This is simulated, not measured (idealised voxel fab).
Proc. module: voxel self aligned vias
Cross-section cut: width 285 nm, square cells of 5 nm.
Cross-section layout: square cells on a grid; listed as bands, top to bottom; a band spans one or more cell rows.
Band: top and bottom heights (nm) first, top before bottom; then materials from left to right, widths in nm. "full width" marks a sole material filling the band edge to edge. "blank" denotes empty space.
Note: height 0 marks the level under which the wafer is uniformly one material as received. Lowest band unbounded below, written "0 nm and below".
The notation "30->40" denotes a width that varies across the rows of cells in the band, beginning at the first number in the top row, finishing at the second number in the bottom row, and changing by an identical amount from each row to the next.
Step note "remained unchanged" = no cross-section cell changed.
"Sealed internal voids" specifies each empty space that is not open to the top and that occupies no fewer than 8 cells, using the form width x height at distance, the distance measured from the left edge and all three quantities in nm.
If you see something after the settings on a step's line, that's the simulator's own remark about that step.
overlay nm: mask right of planned place by this much (step with mask). Neg. = left.

THE FOLLOWING LIST GIVES THE PLANNED PROCESS STEPS
1,RECEIVE | material Si
2,CONFORMAL_DEP | material SiO2 | thk nm 10
3,CONFORMAL_DEP | material SiCN | thk nm 5
4,DIRECTIONAL_DEP | material lowk | thk nm 30
5,MASKED_ETCH | tone open | mask id LINES | width nm 30 | pitch nm 75 | etch materials lowk | depth nm 30 | overlay nm 0
6,CONFORMAL_DEP | material TiN | thk nm 5
7,FILL_DEP | material Ru | thk nm 5
8,CMP | height nm 45
9,SELECTIVE_ETCH | etch materials W Ru TiN | depth nm 5
10,FILL_DEP | material SiN | thk nm 5
11,CMP | height nm 45
12,DIRECTIONAL_DEP | material lowk | thk nm 20
13,MASKED_ETCH | tone open | mask id VIAS | width nm 40 | pitch nm 75 | etch materials lowk | depth nm 20 | overlay nm 0
14,MASKED_ETCH | tone open | mask id VIAS | width nm 50 | pitch nm 75 | etch materials SiN | depth nm 5 | overlay nm 0
15,CONFORMAL_DEP | material TiN | thk nm 5
16,FILL_DEP | material Cu | thk nm 5
17,CMP | height nm 65
18,CONFORMAL_DEP | material SiCN | thk nm 5
The value of width nm given for step 13 in the plan refers to the first wafer; the wafers vary in this setting and are alike at the start.

THE FIRST OF SEVERAL WAFERS, AS RECEIVED AFTER STEP 1, SEEN IN SECTION
	0 nm and below = Si full width
	Sealed internal voids: none

TAKE ANY ROW AND YOU HAVE A WAFER AT THE END OF THE MODULE: HOW MANY CELLS OF EACH MATERIAL IT HAS GAINED (+) OR LOST (-) SINCE IT WAS RECEIVED, AND THEN ITS CLOSED VOIDS
width nm 40; +44 Cu; +32 Ru; +114 SiCN; +114 SiO2; +60 TiN; +434 lowk; Sealed internal voids: none
width nm 45; +50 Cu; +32 Ru; +114 SiCN; +114 SiO2; +62 TiN; +426 lowk; Sealed internal voids: none
width nm 50; +56 Cu; +32 Ru; +114 SiCN; +114 SiO2; +64 TiN; +418 lowk; Sealed internal voids: none
width nm 55; +62 Cu; +32 Ru; +114 SiCN; +114 SiO2; +66 TiN; +410 lowk; Sealed internal voids: none
width nm 60; +68 Cu; +32 Ru; +114 SiCN; +114 SiO2; +68 TiN; +402 lowk; Sealed internal voids: none
